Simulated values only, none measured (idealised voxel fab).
The following is a process module called voxel transistor to metal.
Cross-section cut spans 150 nm and uses square cells 5 nm in size.
Heads up, the way a cross-section reads in here is a grid of square cells, handed over as bands from the top down, with every band being one or more rows of cells. Per band: top height and bottom height in nm, followed by the left-to-right materials and their widths in nm; "all across" marks a single material spanning edge to edge, "empty" marks empty space. It should be noted that heights are counted from 0, beneath which the wafer as supplied is of one material throughout, and that the lowest band possesses no lower boundary but continues downward, as written in "0 down". When a width is written as two numbers, as in "30->40", the first number is the width in the top row of cells of the band and the second is the width in its bottom row, and the width changes by the same amount from each row to the next. For the purposes of this document, the phrase "everything unchanged" attached to a step denotes that no cell within the cross-section was modified by that step. Empty spaces counting at least 8 cells and having no open way to the top are listed in "Sealed internal cavities". The notation width x height at distance is used for each, the distance being from the left edge and all three values in nm. The remark found on a step's line after its settings is issued by the simulator itself and pertains to that step. For masked steps, "overlay nm" on the step line gives how far right of plan the mask actually lay; a minus sign means it lay to the left.

## So here's the lineup of process steps we planned
1) RECEIVE, material Si
2) OXIDIZE, depth nm 5
3) CONFORMAL_DEP, material SiN, thk nm 10
4) MASKED_ETCH, tone cover, mask id ACTIVE, width nm 95, etch materials SiN, depth nm 10, overlay nm 0
5) MASKED_ETCH, tone cover, mask id ACTIVE, width nm 95, etch materials SiO2, depth nm 5, overlay nm 0
6) MASKED_ETCH, tone cover, mask id ACTIVE, width nm 95, etch materials Si, depth nm 25, overlay nm 0
7) FILL_DEP, material SiO2, thk nm 15
8) CMP, height nm 10
9) SELECTIVE_ETCH, etch materials SiO2, depth nm 10
10) STRIP, etch materials SiN
11) SELECTIVE_ETCH, etch materials SiO2, depth nm 5
12) OXIDIZE, depth nm 5
13) DIRECTIONAL_DEP, material polySi, thk nm 25
14) DIRECTIONAL_DEP, material SiCN, thk nm 15
15) PATTERN, tone cover, mask id GATE, material resist, width nm 25, thk nm 20, overlay nm 0
16) DIRECTIONAL_ETCH, etch materials SiCN, depth nm 25
17) DIRECTIONAL_ETCH, etch materials polySi, depth nm 35
18) STRIP, etch materials resist
19) CONFORMAL_DEP, material SiO2, thk nm 5
20) DIRECTIONAL_ETCH, etch materials SiO2, depth nm 5
21) CONFORMAL_DEP, material SiN, thk nm 5
22) DIRECTIONAL_ETCH, etch materials SiN, depth nm 5
23) DIRECTIONAL_ETCH, etch materials SiO2, depth nm 5
24) DIRECTIONAL_ETCH, etch materials Si, depth nm 10
25) EPI, material SiGe, thk nm 10
26) FILL_DEP, material SiO2, thk nm 10
27) CMP, height nm 35
28) DIRECTIONAL_DEP, material SiO2, thk nm 10
29) MASKED_ETCH, tone open, mask id CONTACT, width nm 25, pitch nm 60, etch materials SiO2, depth nm 55, overlay nm 0
30) CONFORMAL_DEP, material TiN, thk nm 5
31) FILL_DEP, material Ru, thk nm 5
32) CMP, height nm 45
33) DIRECTIONAL_DEP, material TiN, thk nm 5
34) DIRECTIONAL_DEP, material Ru, thk nm 20
35) PATTERN, tone cover, mask id METAL_1, material resist, width nm 15, pitch nm 70, thk nm 20, overlay nm 0
36) DIRECTIONAL_ETCH, etch materials Ru, depth nm 20
37) DIRECTIONAL_ETCH, etch materials TiN, depth nm 5
38) STRIP, etch materials resist
39) CONFORMAL_DEP, material SiN, thk nm 5
40) FILL_DEP, material SiO2, thk nm 5
41) CMP, height nm 70
42) CONFORMAL_DEP, material SiN, thk nm 5

## Incoming wafer, cross-sectional view, post step 1
> 0 down | Si all across
> Sealed internal cavities: none

## The first of the two wafers as seen in cross-section once the module was finished; processing followed the plan
> 75 to 70 | SiN all across
> 70 to 50 | SiO2 25 nm; SiN 5 nm; Ru 15 nm; SiN 5 nm; SiO2 45 nm; SiN 5 nm; Ru 15 nm; SiN 5 nm; SiO2 30 nm
> 50 to 45 | SiN 30 nm; TiN 15 nm; SiN 55 nm; TiN 15 nm; SiN 35 nm
> 45 to 35 | SiO2 30 nm; TiN 5 nm; Ru 15->10 nm; TiN 5->10 nm; SiO2 35 nm; TiN 5->10 nm; Ru 15->10 nm; TiN 5 nm; SiO2 35 nm
> 35 to 20 | SiO2 30 nm; TiN 5 nm; Ru 10 nm; TiN 5 nm; SiN 5 nm; SiO2 5 nm; SiCN 25 nm; SiO2 5 nm; SiN 5 nm; TiN 5 nm; Ru 10 nm; TiN 5 nm; SiO2 35 nm
> 20 to 5 | SiO2 30 nm; TiN 5 nm; Ru 10 nm; TiN 5 nm; SiN 5 nm; SiO2 5 nm; polySi 25 nm; SiO2 5 nm; SiN 5 nm; TiN 5 nm; Ru 10 nm; TiN 5 nm; SiO2 35 nm
> 5 to 0 | SiO2 30 nm; TiN 20 nm; SiN 5 nm; SiO2 5 nm; polySi 25 nm; SiO2 5 nm; SiN 5 nm; TiN 20 nm; SiO2 35 nm
> 0 to -5 | SiO2 30 nm; TiN 10 nm; SiGe 10 nm; SiN 5 nm; SiO2 5 nm; polySi 25 nm; SiO2 5 nm; SiN 5 nm; SiGe 10 nm; TiN 10 nm; SiO2 35 nm
> -5 to -10 | SiO2 30 nm; TiN 10 nm; SiGe 10 nm; SiO2 45 nm; SiGe 10 nm; TiN 10 nm; SiO2 35 nm
> -10 to -20 | SiO2 25 nm; SiGe 25 nm; Si 45 nm; SiGe 25 nm; SiO2 30 nm
> -20 to -30 | SiO2 25 nm; Si 95 nm; SiO2 30 nm
> -30 down | Si all across
> Sealed internal cavities: none

## Here's the second of our two wafers sectioned at module end. Same start as the first, same plan, but one mistake got made running it
> 75 to 70 | SiN all across
> 70 to 50 | SiO2 25 nm; SiN 5 nm; Ru 15 nm; SiN 5 nm; SiO2 45 nm; SiN 5 nm; Ru 15 nm; SiN 5 nm; SiO2 30 nm
> 50 to 45 | SiN 30 nm; TiN 15 nm; SiN 55 nm; TiN 15 nm; SiN 35 nm
> 45 to 30 | SiO2 30 nm; TiN 5 nm; Ru 15 nm; TiN 5 nm; SiO2 35 nm; TiN 5 nm; Ru 15 nm; TiN 5 nm; SiO2 35 nm
> 30 to 25 | SiO2 30 nm; TiN 5 nm; Ru 10 nm; TiN 10 nm; SiO2 35 nm; TiN 10 nm; Ru 10 nm; TiN 5 nm; SiO2 35 nm
> 25 to 10 | SiO2 30 nm; TiN 5 nm; Ru 10 nm; TiN 5 nm; SiN 5 nm; SiO2 5 nm; SiCN 25 nm; SiO2 5 nm; SiN 5 nm; TiN 5 nm; Ru 10 nm; TiN 5 nm; SiO2 35 nm
> 10 to 5 | SiO2 30 nm; TiN 5 nm; Ru 10 nm; TiN 5 nm; SiN 5 nm; SiO2 5 nm; polySi 25 nm; SiO2 5 nm; SiN 5 nm; TiN 5 nm; Ru 10 nm; TiN 5 nm; SiO2 35 nm
> 5 to 0 | SiO2 30 nm; TiN 20 nm; SiN 5 nm; SiO2 5 nm; polySi 25 nm; SiO2 5 nm; SiN 5 nm; TiN 20 nm; SiO2 35 nm
> 0 to -5 | SiO2 30 nm; TiN 10 nm; SiGe 10 nm; SiN 5 nm; SiO2 5 nm; polySi 25 nm; SiO2 5 nm; SiN 5 nm; SiGe 10 nm; TiN 10 nm; SiO2 35 nm
> -5 to -10 | SiO2 30 nm; TiN 10 nm; SiGe 10 nm; SiO2 45 nm; SiGe 10 nm; TiN 10 nm; SiO2 35 nm
> -10 to -20 | SiO2 25 nm; SiGe 25 nm; Si 45 nm; SiGe 25 nm; SiO2 30 nm
> -20 to -30 | SiO2 25 nm; Si 95 nm; SiO2 30 nm
> -30 down | Si all across
> Sealed internal cavities: none
Error vs. plan: heads up, step 13 didn't go per plan, it actually ran as DIRECTIONAL_DEP, material polySi, thk nm 15
Bottom line after processing is that, in cells, the second wafer is up or down on some materials versus the first: +4 Ru; -4 SiN; +10 SiO2; -10 polySi
